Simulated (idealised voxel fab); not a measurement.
Proc. module: voxel wiring stack
This is section cut - it's 205 nm across, gridded in 5 nm square cells.
A cross-section is written here as square cells arranged in a grid, and it is given in bands from the top down, each band taking up one or more rows of cells. For a band, the entry starts with two heights in nm, that of the top and then that of the bottom, and carries on with the band's materials in order from left to right, each alongside its width in nm; the word "all across" beside a single material means it fills the band edge to edge, and "blank" means empty space. Basically, 0 is our baseline, since under it the wafer straight out of the box is all one material. The bottom band has no lower end and keeps on going down, so it looks like "0 nm and below". A width given as "30->40" starts at the first number in the band's top row and ends at the second number in its bottom row, shifting by an equal amount at every step from row to row. Given "nothing got changed" for a step, no cell of the cross-section differs between before and after that step. "Closed void table" lists enclosed empty spaces (at least 8 cells, no open path upward to the top), each as width x height at distance from the left edge, in nm. If you see something after the settings on a step's line, that's the simulator's own remark about that step. overlay nm: mask offset rightward from planned place, masked step; negative means leftward offset.

## Process steps - plan
| 1 | RECEIVE (material Si) |
| 2 | CONFORMAL_DEP (material SiO2; thk nm 10) |
| 3 | CONFORMAL_DEP (material SiCN; thk nm 5) |
| 4 | DIRECTIONAL_DEP (material SiO2; thk nm 25) |
| 5 | PATTERN (tone open; mask id METAL_1; material resist; width nm 25; pitch nm 40; thk nm 15; overlay nm 0) |
| 6 | DIRECTIONAL_ETCH (etch materials SiO2; depth nm 25) |
| 7 | DIRECTIONAL_ETCH (etch materials SiCN; depth nm 5) |
| 8 | STRIP (etch materials resist) |
| 9 | CONFORMAL_DEP (material TiN; thk nm 5) |
| 10 | FILL_DEP (material Cu; thk nm 5) |
| 11 | CMP (height nm 40) |
| 12 | EPI (material Ru; thk nm 5) |
| 13 | FILL_DEP (material SiCN; thk nm 5) |
| 14 | DIRECTIONAL_DEP (material SiO2; thk nm 10) |
| 15 | MASKED_ETCH (tone open; mask id PLUG_1; width nm 15; pitch nm 40; etch materials SiO2; depth nm 10; overlay nm 0) |
| 16 | MASKED_ETCH (tone open; mask id PLUG_1; width nm 15; pitch nm 40; etch materials SiCN; depth nm 5; overlay nm 0) |
| 17 | EPI (material Ru; thk nm 10) |
| 18 | EPI (material Ru; thk nm 5) |
| 19 | CONFORMAL_DEP (material SiN; thk nm 5) |
| 20 | DIRECTIONAL_DEP (material SiO2; thk nm 25) |
| 21 | MASKED_ETCH (tone open; mask id METAL_2; width nm 25; pitch nm 40; etch materials SiO2; depth nm 25; overlay nm 0) |
| 22 | MASKED_ETCH (tone open; mask id METAL_2; width nm 25; pitch nm 40; etch materials SiN; depth nm 5; overlay nm 0) |
| 23 | CONFORMAL_DEP (material TiN; thk nm 5) |
| 24 | FILL_DEP (material Cu; thk nm 5) |
| 25 | CMP (height nm 90) |
| 26 | CONFORMAL_DEP (material SiCN; thk nm 5) |
| 27 | DIRECTIONAL_DEP (material lowk; thk nm 15) |
| 28 | MASKED_ETCH (tone open; mask id PLUG_2; width nm 15; pitch nm 40; etch materials lowk; depth nm 15; overlay nm 0) |
| 29 | MASKED_ETCH (tone open; mask id PLUG_2; width nm 15; pitch nm 40; etch materials SiCN; depth nm 5; overlay nm 0) |
| 30 | EPI (material Ru; thk nm 10) |
| 31 | EPI (material Ru; thk nm 10) |
| 32 | CONFORMAL_DEP (material SiCN; thk nm 5) |
| 33 | DIRECTIONAL_DEP (material lowk; thk nm 20) |
| 34 | DIRECTIONAL_DEP (material aC; thk nm 15) |
| 35 | PATTERN (tone open; mask id METAL_3; material resist; width nm 25; pitch nm 40; thk nm 35; overlay nm 0) |
| 36 | DIRECTIONAL_ETCH (etch materials aC; depth nm 15) |
| 37 | STRIP (etch materials resist) |
| 38 | DIRECTIONAL_ETCH (etch materials lowk; depth nm 20) |
| 39 | DIRECTIONAL_ETCH (etch materials SiCN; depth nm 5) |
| 40 | STRIP (etch materials aC) |
| 41 | CONFORMAL_DEP (material TiN; thk nm 5) |
| 42 | FILL_DEP (material Cu; thk nm 10) |
| 43 | CMP (height nm 135) |
| 44 | CONFORMAL_DEP (material SiN; thk nm 5) |

## Wafer, first of two, run as planned

## The cross-section here shows the wafer as received, i.e. in its state after step 1
0 nm and below = Si all across
Closed void table: none

## So this is the wafer cross-section right after step 2
10 nm to 0 nm = SiO2 all across
below 0: unchanged

## So this is the wafer cross-section right after step 3
15 nm to 10 nm = SiCN all across
below 10: unchanged

## So this is the wafer cross-section right after step 4
40 nm to 15 nm = SiO2 all across
below 15: unchanged

## So this is the wafer cross-section right after step 5
55 nm to 40 nm = resist=30, then blank=25, then resist=15, then blank=25, then resist=15, then blank=25, then resist=15, then blank=25, then resist=30
below 40: unchanged

## So this is the wafer cross-section right after step 6
55 nm to 40 nm = resist=30, then blank=25, then resist=15, then blank=25, then resist=15, then blank=25, then resist=15, then blank=25, then resist=30
40 nm to 15 nm = SiO2=30, then blank=25, then SiO2=15, then blank=25, then SiO2=15, then blank=25, then SiO2=15, then blank=25, then SiO2=30
below 15: unchanged

## So this is the wafer cross-section right after step 7
55 nm to 40 nm = resist=30, then blank=25, then resist=15, then blank=25, then resist=15, then blank=25, then resist=15, then blank=25, then resist=30
40 nm to 15 nm = SiO2=30, then blank=25, then SiO2=15, then blank=25, then SiO2=15, then blank=25, then SiO2=15, then blank=25, then SiO2=30
15 nm to 10 nm = SiCN=30, then blank=25, then SiCN=15, then blank=25, then SiCN=15, then blank=25, then SiCN=15, then blank=25, then SiCN=30
below 10: unchanged

## So this is the wafer cross-section right after step 8
40 nm to 15 nm = SiO2=30, then blank=25, then SiO2=15, then blank=25, then SiO2=15, then blank=25, then SiO2=15, then blank=25, then SiO2=30
below 15: unchanged

## So this is the wafer cross-section right after step 9
45 nm to 40 nm = TiN=35, then blank=15, then TiN=25, then blank=15, then TiN=25, then blank=15, then TiN=25, then blank=15, then TiN=35
40 nm to 15 nm = SiO2=30, then TiN=5, then blank=15, then TiN=5, then SiO2=15, then TiN=5, then blank=15, then TiN=5, then SiO2=15, then TiN=5, then blank=15, then TiN=5, then SiO2=15, then TiN=5, then blank=15, then TiN=5, then SiO2=30
15 nm to 10 nm = SiCN=30, then TiN=25, then SiCN=15, then TiN=25, then SiCN=15, then TiN=25, then SiCN=15, then TiN=25, then SiCN=30
below 10: unchanged

## So this is the wafer cross-section right after step 10
50 nm to 45 nm = Cu all across
45 nm to 40 nm = TiN=35, then Cu=15, then TiN=25, then Cu=15, then TiN=25, then Cu=15, then TiN=25, then Cu=15, then TiN=35
40 nm to 15 nm = SiO2=30, then TiN=5, then Cu=15, then TiN=5, then SiO2=15, then TiN=5, then Cu=15, then TiN=5, then SiO2=15, then TiN=5, then Cu=15, then TiN=5, then SiO2=15, then TiN=5, then Cu=15, then TiN=5, then SiO2=30
below 15: unchanged

## So this is the wafer cross-section right after step 11
40 nm to 15 nm = SiO2=30, then TiN=5, then Cu=15, then TiN=5, then SiO2=15, then TiN=5, then Cu=15, then TiN=5, then SiO2=15, then TiN=5, then Cu=15, then TiN=5, then SiO2=15, then TiN=5, then Cu=15, then TiN=5, then SiO2=30
below 15: unchanged

## So this is the wafer cross-section right after step 12
45 nm to 40 nm = blank=25, then Ru=35, then blank=5, then Ru=35, then blank=5, then Ru=35, then blank=5, then Ru=35, then blank=25
below 40: unchanged

## So this is the wafer cross-section right after step 13
50 nm to 45 nm = SiCN all across
45 nm to 40 nm = SiCN=25, then Ru=35, then SiCN=5, then Ru=35, then SiCN=5, then Ru=35, then SiCN=5, then Ru=35, then SiCN=25
below 40: unchanged

## So this is the wafer cross-section right after step 14
60 nm to 50 nm = SiO2 all across
below 50: unchanged

## So this is the wafer cross-section right after step 15
60 nm to 50 nm = SiO2=30, then blank=15, then SiO2=25, then blank=15, then SiO2=25, then blank=15, then SiO2=25, then blank=15, then SiO2=40
below 50: unchanged

## So this is the wafer cross-section right after step 16
60 nm to 50 nm = SiO2=30, then blank=15, then SiO2=25, then blank=15, then SiO2=25, then blank=15, then SiO2=25, then blank=15, then SiO2=40
50 nm to 45 nm = SiCN=30, then blank=15, then SiCN=25, then blank=15, then SiCN=25, then blank=15, then SiCN=25, then blank=15, then SiCN=40
below 45: unchanged

## So this is the wafer cross-section right after step 17
60 nm to 55 nm = SiO2=30, then blank=15, then SiO2=25, then blank=15, then SiO2=25, then blank=15, then SiO2=25, then blank=15, then SiO2=40
55 nm to 50 nm = SiO2=30, then Ru=15, then SiO2=25, then Ru=15, then SiO2=25, then Ru=15, then SiO2=25, then Ru=15, then SiO2=40
50 nm to 40 nm = SiCN=30->25, then Ru=15->35, then SiCN=25->5, then Ru=15->35, then SiCN=25->5, then Ru=15->35, then SiCN=25->5, then Ru=15->35, then SiCN=40->25
below 40: unchanged

## So this is the wafer cross-section right after step 18
60 nm to 50 nm = SiO2=30, then Ru=15, then SiO2=25, then Ru=15, then SiO2=25, then Ru=15, then SiO2=25, then Ru=15, then SiO2=40
below 50: unchanged

## So this is the wafer cross-section right after step 19
65 nm to 60 nm = SiN all across
below 60: unchanged

## So this is the wafer cross-section right after step 20
90 nm to 65 nm = SiO2 all across
below 65: unchanged

## So this is the wafer cross-section right after step 21
90 nm to 65 nm = SiO2=30, then blank=25, then SiO2=15, then blank=25, then SiO2=15, then blank=25, then SiO2=15, then blank=25, then SiO2=30
below 65: unchanged

## So this is the wafer cross-section right after step 22
90 nm to 65 nm = SiO2=30, then blank=25, then SiO2=15, then blank=25, then SiO2=15, then blank=25, then SiO2=15, then blank=25, then SiO2=30
65 nm to 60 nm = SiN=30, then blank=25, then SiN=15, then blank=25, then SiN=15, then blank=25, then SiN=15, then blank=25, then SiN=30
below 60: unchanged

## So this is the wafer cross-section right after step 23
95 nm to 90 nm = TiN=35, then blank=15, then TiN=25, then blank=15, then TiN=25, then blank=15, then TiN=25, then blank=15, then TiN=35
90 nm to 65 nm = SiO2=30, then TiN=5, then blank=15, then TiN=5, then SiO2=15, then TiN=5, then blank=15, then TiN=5, then SiO2=15, then TiN=5, then blank=15, then TiN=5, then SiO2=15, then TiN=5, then blank=15, then TiN=5, then SiO2=30
65 nm to 60 nm = SiN=30, then TiN=25, then SiN=15, then TiN=25, then SiN=15, then TiN=25, then SiN=15, then TiN=25, then SiN=30
below 60: unchanged

## So this is the wafer cross-section right after step 24
100 nm to 95 nm = Cu all across
95 nm to 90 nm = TiN=35, then Cu=15, then TiN=25, then Cu=15, then TiN=25, then Cu=15, then TiN=25, then Cu=15, then TiN=35
90 nm to 65 nm = SiO2=30, then TiN=5, then Cu=15, then TiN=5, then SiO2=15, then TiN=5, then Cu=15, then TiN=5, then SiO2=15, then TiN=5, then Cu=15, then TiN=5, then SiO2=15, then TiN=5, then Cu=15, then TiN=5, then SiO2=30
below 65: unchanged

## So this is the wafer cross-section right after step 25
90 nm to 65 nm = SiO2=30, then TiN=5, then Cu=15, then TiN=5, then SiO2=15, then TiN=5, then Cu=15, then TiN=5, then SiO2=15, then TiN=5, then Cu=15, then TiN=5, then SiO2=15, then TiN=5, then Cu=15, then TiN=5, then SiO2=30
below 65: unchanged

## So this is the wafer cross-section right after step 26
95 nm to 90 nm = SiCN all across
below 90: unchanged

## So this is the wafer cross-section right after step 27
110 nm to 95 nm = lowk all across
below 95: unchanged

## So this is the wafer cross-section right after step 28
110 nm to 95 nm = lowk=30, then blank=15, then lowk=25, then blank=15, then lowk=25, then blank=15, then lowk=25, then blank=15, then lowk=40
below 95: unchanged

## So this is the wafer cross-section right after step 29
110 nm to 95 nm = lowk=30, then blank=15, then lowk=25, then blank=15, then lowk=25, then blank=15, then lowk=25, then blank=15, then lowk=40
95 nm to 90 nm = SiCN=30, then blank=15, then SiCN=25, then blank=15, then SiCN=25, then blank=15, then SiCN=25, then blank=15, then SiCN=40
below 90: unchanged

## So this is the wafer cross-section right after step 30
110 nm to 100 nm = lowk=30, then blank=15, then lowk=25, then blank=15, then lowk=25, then blank=15, then lowk=25, then blank=15, then lowk=40
100 nm to 95 nm = lowk=30, then Ru=15, then lowk=25, then Ru=15, then lowk=25, then Ru=15, then lowk=25, then Ru=15, then lowk=40
95 nm to 90 nm = SiCN=30, then Ru=15, then SiCN=25, then Ru=15, then SiCN=25, then Ru=15, then SiCN=25, then Ru=15, then SiCN=40
below 90: unchanged

## So this is the wafer cross-section right after step 31
110 nm to 95 nm = lowk=30, then Ru=15, then lowk=25, then Ru=15, then lowk=25, then Ru=15, then lowk=25, then Ru=15, then lowk=40
below 95: unchanged

## So this is the wafer cross-section right after step 32
115 nm to 110 nm = SiCN all across
below 110: unchanged

## So this is the wafer cross-section right after step 33
135 nm to 115 nm = lowk all across
below 115: unchanged

## So this is the wafer cross-section right after step 34
150 nm to 135 nm = aC all across
below 135: unchanged

## So this is the wafer cross-section right after step 35
185 nm to 150 nm = resist=30, then blank=25, then resist=15, then blank=25, then resist=15, then blank=25, then resist=15, then blank=25, then resist=30
below 150: unchanged

## So this is the wafer cross-section right after step 36
170 nm to 150 nm = resist=30, then blank=25, then resist=15, then blank=25, then resist=15, then blank=25, then resist=15, then blank=25, then resist=30
150 nm to 135 nm = aC=30, then blank=25, then aC=15, then blank=25, then aC=15, then blank=25, then aC=15, then blank=25, then aC=30
below 135: unchanged

## So this is the wafer cross-section right after step 37
150 nm to 135 nm = aC=30, then blank=25, then aC=15, then blank=25, then aC=15, then blank=25, then aC=15, then blank=25, then aC=30
below 135: unchanged

## So this is the wafer cross-section right after step 38
150 nm to 135 nm = aC=30, then blank=25, then aC=15, then blank=25, then aC=15, then blank=25, then aC=15, then blank=25, then aC=30
135 nm to 115 nm = lowk=30, then blank=25, then lowk=15, then blank=25, then lowk=15, then blank=25, then lowk=15, then blank=25, then lowk=30
below 115: unchanged

## So this is the wafer cross-section right after step 39
150 nm to 135 nm = aC=30, then blank=25, then aC=15, then blank=25, then aC=15, then blank=25, then aC=15, then blank=25, then aC=30
135 nm to 115 nm = lowk=30, then blank=25, then lowk=15, then blank=25, then lowk=15, then blank=25, then lowk=15, then blank=25, then lowk=30
115 nm to 110 nm = SiCN=30, then blank=25, then SiCN=15, then blank=25, then SiCN=15, then blank=25, then SiCN=15, then blank=25, then SiCN=30
below 110: unchanged

## So this is the wafer cross-section right after step 40
135 nm to 115 nm = lowk=30, then blank=25, then lowk=15, then blank=25, then lowk=15, then blank=25, then lowk=15, then blank=25, then lowk=30
below 115: unchanged

## So this is the wafer cross-section right after step 41
140 nm to 135 nm = TiN=35, then blank=15, then TiN=25, then blank=15, then TiN=25, then blank=15, then TiN=25, then blank=15, then TiN=35
135 nm to 115 nm = lowk=30, then TiN=5, then blank=15, then TiN=5, then lowk=15, then TiN=5, then blank=15, then TiN=5, then lowk=15, then TiN=5, then blank=15, then TiN=5, then lowk=15, then TiN=5, then blank=15, then TiN=5, then lowk=30
115 nm to 110 nm = SiCN=30, then TiN=25, then SiCN=15, then TiN=25, then SiCN=15, then TiN=25, then SiCN=15, then TiN=25, then SiCN=30
below 110: unchanged

## So this is the wafer cross-section right after step 42
150 nm to 140 nm = Cu all across
140 nm to 135 nm = TiN=35, then Cu=15, then TiN=25, then Cu=15, then TiN=25, then Cu=15, then TiN=25, then Cu=15, then TiN=35
135 nm to 115 nm = lowk=30, then TiN=5, then Cu=15, then TiN=5, then lowk=15, then TiN=5, then Cu=15, then TiN=5, then lowk=15, then TiN=5, then Cu=15, then TiN=5, then lowk=15, then TiN=5, then Cu=15, then TiN=5, then lowk=30
below 115: unchanged

## So this is the wafer cross-section right after step 43
135 nm to 115 nm = lowk=30, then TiN=5, then Cu=15, then TiN=5, then lowk=15, then TiN=5, then Cu=15, then TiN=5, then lowk=15, then TiN=5, then Cu=15, then TiN=5, then lowk=15, then TiN=5, then Cu=15, then TiN=5, then lowk=30
below 115: unchanged

## So this is the wafer cross-section right after step 44
140 nm to 135 nm = SiN all across
below 135: unchanged

## Here the second wafer is described. Its start and its plan were those of the first wafer. Its run contained one mistake. Up to and including step 21, it did exactly what the first wafer did

## Second wafer: cross-section at the scheduled end of step 22
90 nm to 65 nm = SiO2=30, then blank=25, then SiO2=15, then blank=25, then SiO2=15, then blank=25, then SiO2=15, then blank=25, then SiO2=30
65 nm to 60 nm = SiN=40, then blank=15, then SiN=25, then blank=15, then SiN=25, then blank=15, then SiN=25, then blank=15, then SiN=30
below 60: unchanged

## Second wafer: cross-section at the scheduled end of step 23
95 nm to 90 nm = TiN=35, then blank=15, then TiN=25, then blank=15, then TiN=25, then blank=15, then TiN=25, then blank=15, then TiN=35
90 nm to 70 nm = SiO2=30, then TiN=5, then blank=15, then TiN=5, then SiO2=15, then TiN=5, then blank=15, then TiN=5, then SiO2=15, then TiN=5, then blank=15, then TiN=5, then SiO2=15, then TiN=5, then blank=15, then TiN=5, then SiO2=30
70 nm to 65 nm = SiO2=30, then TiN=15, then blank=5, then TiN=5, then SiO2=15, then TiN=15, then blank=5, then TiN=5, then SiO2=15, then TiN=15, then blank=5, then TiN=5, then SiO2=15, then TiN=15, then blank=5, then TiN=5, then SiO2=30
65 nm to 60 nm = SiN=40, then TiN=15, then SiN=25, then TiN=15, then SiN=25, then TiN=15, then SiN=25, then TiN=15, then SiN=30
below 60: unchanged

## Second wafer: cross-section at the scheduled end of step 24
100 nm to 95 nm = Cu all across
95 nm to 90 nm = TiN=35, then Cu=15, then TiN=25, then Cu=15, then TiN=25, then Cu=15, then TiN=25, then Cu=15, then TiN=35
90 nm to 70 nm = SiO2=30, then TiN=5, then Cu=15, then TiN=5, then SiO2=15, then TiN=5, then Cu=15, then TiN=5, then SiO2=15, then TiN=5, then Cu=15, then TiN=5, then SiO2=15, then TiN=5, then Cu=15, then TiN=5, then SiO2=30
70 nm to 65 nm = SiO2=30, then TiN=15, then Cu=5, then TiN=5, then SiO2=15, then TiN=15, then Cu=5, then TiN=5, then SiO2=15, then TiN=15, then Cu=5, then TiN=5, then SiO2=15, then TiN=15, then Cu=5, then TiN=5, then SiO2=30
below 65: unchanged

## Second wafer: cross-section at the scheduled end of step 25
90 nm to 70 nm = SiO2=30, then TiN=5, then Cu=15, then TiN=5, then SiO2=15, then TiN=5, then Cu=15, then TiN=5, then SiO2=15, then TiN=5, then Cu=15, then TiN=5, then SiO2=15, then TiN=5, then Cu=15, then TiN=5, then SiO2=30
below 70: unchanged

## Second wafer: cross-section at the scheduled end of step 26
95 nm to 90 nm = SiCN all across
below 90: unchanged

## Second wafer: cross-section at the scheduled end of step 27
110 nm to 95 nm = lowk all across
below 95: unchanged

## Second wafer: cross-section at the scheduled end of step 28
110 nm to 95 nm = lowk=30, then blank=15, then lowk=25, then blank=15, then lowk=25, then blank=15, then lowk=25, then blank=15, then lowk=40
below 95: unchanged

## Second wafer: cross-section at the scheduled end of step 29
110 nm to 95 nm = lowk=30, then blank=15, then lowk=25, then blank=15, then lowk=25, then blank=15, then lowk=25, then blank=15, then lowk=40
95 nm to 90 nm = SiCN=30, then blank=15, then SiCN=25, then blank=15, then SiCN=25, then blank=15, then SiCN=25, then blank=15, then SiCN=40
below 90: unchanged

## Second wafer: cross-section at the scheduled end of step 30
110 nm to 100 nm = lowk=30, then blank=15, then lowk=25, then blank=15, then lowk=25, then blank=15, then lowk=25, then blank=15, then lowk=40
100 nm to 95 nm = lowk=30, then Ru=15, then lowk=25, then Ru=15, then lowk=25, then Ru=15, then lowk=25, then Ru=15, then lowk=40
95 nm to 90 nm = SiCN=30, then Ru=15, then SiCN=25, then Ru=15, then SiCN=25, then Ru=15, then SiCN=25, then Ru=15, then SiCN=40
below 90: unchanged

## Second wafer: cross-section at the scheduled end of step 31
110 nm to 95 nm = lowk=30, then Ru=15, then lowk=25, then Ru=15, then lowk=25, then Ru=15, then lowk=25, then Ru=15, then lowk=40
below 95: unchanged

## Second wafer: cross-section at the scheduled end of step 32
115 nm to 110 nm = SiCN all across
below 110: unchanged

## Second wafer: cross-section at the scheduled end of step 33
135 nm to 115 nm = lowk all across
below 115: unchanged

## Second wafer: cross-section at the scheduled end of step 34
150 nm to 135 nm = aC all across
below 135: unchanged

## Second wafer: cross-section at the scheduled end of step 35
185 nm to 150 nm = resist=30, then blank=25, then resist=15, then blank=25, then resist=15, then blank=25, then resist=15, then blank=25, then resist=30
below 150: unchanged

## Second wafer: cross-section at the scheduled end of step 36
170 nm to 150 nm = resist=30, then blank=25, then resist=15, then blank=25, then resist=15, then blank=25, then resist=15, then blank=25, then resist=30
150 nm to 135 nm = aC=30, then blank=25, then aC=15, then blank=25, then aC=15, then blank=25, then aC=15, then blank=25, then aC=30
below 135: unchanged

## Second wafer: cross-section at the scheduled end of step 37
150 nm to 135 nm = aC=30, then blank=25, then aC=15, then blank=25, then aC=15, then blank=25, then aC=15, then blank=25, then aC=30
below 135: unchanged

## Second wafer: cross-section at the scheduled end of step 38
150 nm to 135 nm = aC=30, then blank=25, then aC=15, then blank=25, then aC=15, then blank=25, then aC=15, then blank=25, then aC=30
135 nm to 115 nm = lowk=30, then blank=25, then lowk=15, then blank=25, then lowk=15, then blank=25, then lowk=15, then blank=25, then lowk=30
below 115: unchanged

## Second wafer: cross-section at the scheduled end of step 39
150 nm to 135 nm = aC=30, then blank=25, then aC=15, then blank=25, then aC=15, then blank=25, then aC=15, then blank=25, then aC=30
135 nm to 115 nm = lowk=30, then blank=25, then lowk=15, then blank=25, then lowk=15, then blank=25, then lowk=15, then blank=25, then lowk=30
115 nm to 110 nm = SiCN=30, then blank=25, then SiCN=15, then blank=25, then SiCN=15, then blank=25, then SiCN=15, then blank=25, then SiCN=30
below 110: unchanged

## Second wafer: cross-section at the scheduled end of step 40
135 nm to 115 nm = lowk=30, then blank=25, then lowk=15, then blank=25, then lowk=15, then blank=25, then lowk=15, then blank=25, then lowk=30
below 115: unchanged

## Second wafer: cross-section at the scheduled end of step 41
140 nm to 135 nm = TiN=35, then blank=15, then TiN=25, then blank=15, then TiN=25, then blank=15, then TiN=25, then blank=15, then TiN=35
135 nm to 115 nm = lowk=30, then TiN=5, then blank=15, then TiN=5, then lowk=15, then TiN=5, then blank=15, then TiN=5, then lowk=15, then TiN=5, then blank=15, then TiN=5, then lowk=15, then TiN=5, then blank=15, then TiN=5, then lowk=30
115 nm to 110 nm = SiCN=30, then TiN=25, then SiCN=15, then TiN=25, then SiCN=15, then TiN=25, then SiCN=15, then TiN=25, then SiCN=30
below 110: unchanged

## Second wafer: cross-section at the scheduled end of step 42
150 nm to 140 nm = Cu all across
140 nm to 135 nm = TiN=35, then Cu=15, then TiN=25, then Cu=15, then TiN=25, then Cu=15, then TiN=25, then Cu=15, then TiN=35
135 nm to 115 nm = lowk=30, then TiN=5, then Cu=15, then TiN=5, then lowk=15, then TiN=5, then Cu=15, then TiN=5, then lowk=15, then TiN=5, then Cu=15, then TiN=5, then lowk=15, then TiN=5, then Cu=15, then TiN=5, then lowk=30
below 115: unchanged

## Second wafer: cross-section at the scheduled end of step 43
135 nm to 115 nm = lowk=30, then TiN=5, then Cu=15, then TiN=5, then lowk=15, then TiN=5, then Cu=15, then TiN=5, then lowk=15, then TiN=5, then Cu=15, then TiN=5, then lowk=15, then TiN=5, then Cu=15, then TiN=5, then lowk=30
below 115: unchanged

## Second wafer: cross-section at the scheduled end of step 44
140 nm to 135 nm = SiN all across
below 135: unchanged
Deviation noted in wafer processing: it should be noted that step 22 was executed with settings other than those planned, the operation and settings actually applied being MASKED_ETCH (tone open; mask id METAL_2; width nm 25; pitch nm 40; etch materials SiN; depth nm 5; overlay nm 10)
The final cell counts differ between the wafers, with the second having more or fewer of some materials than the first: -8 Cu | +8 SiN
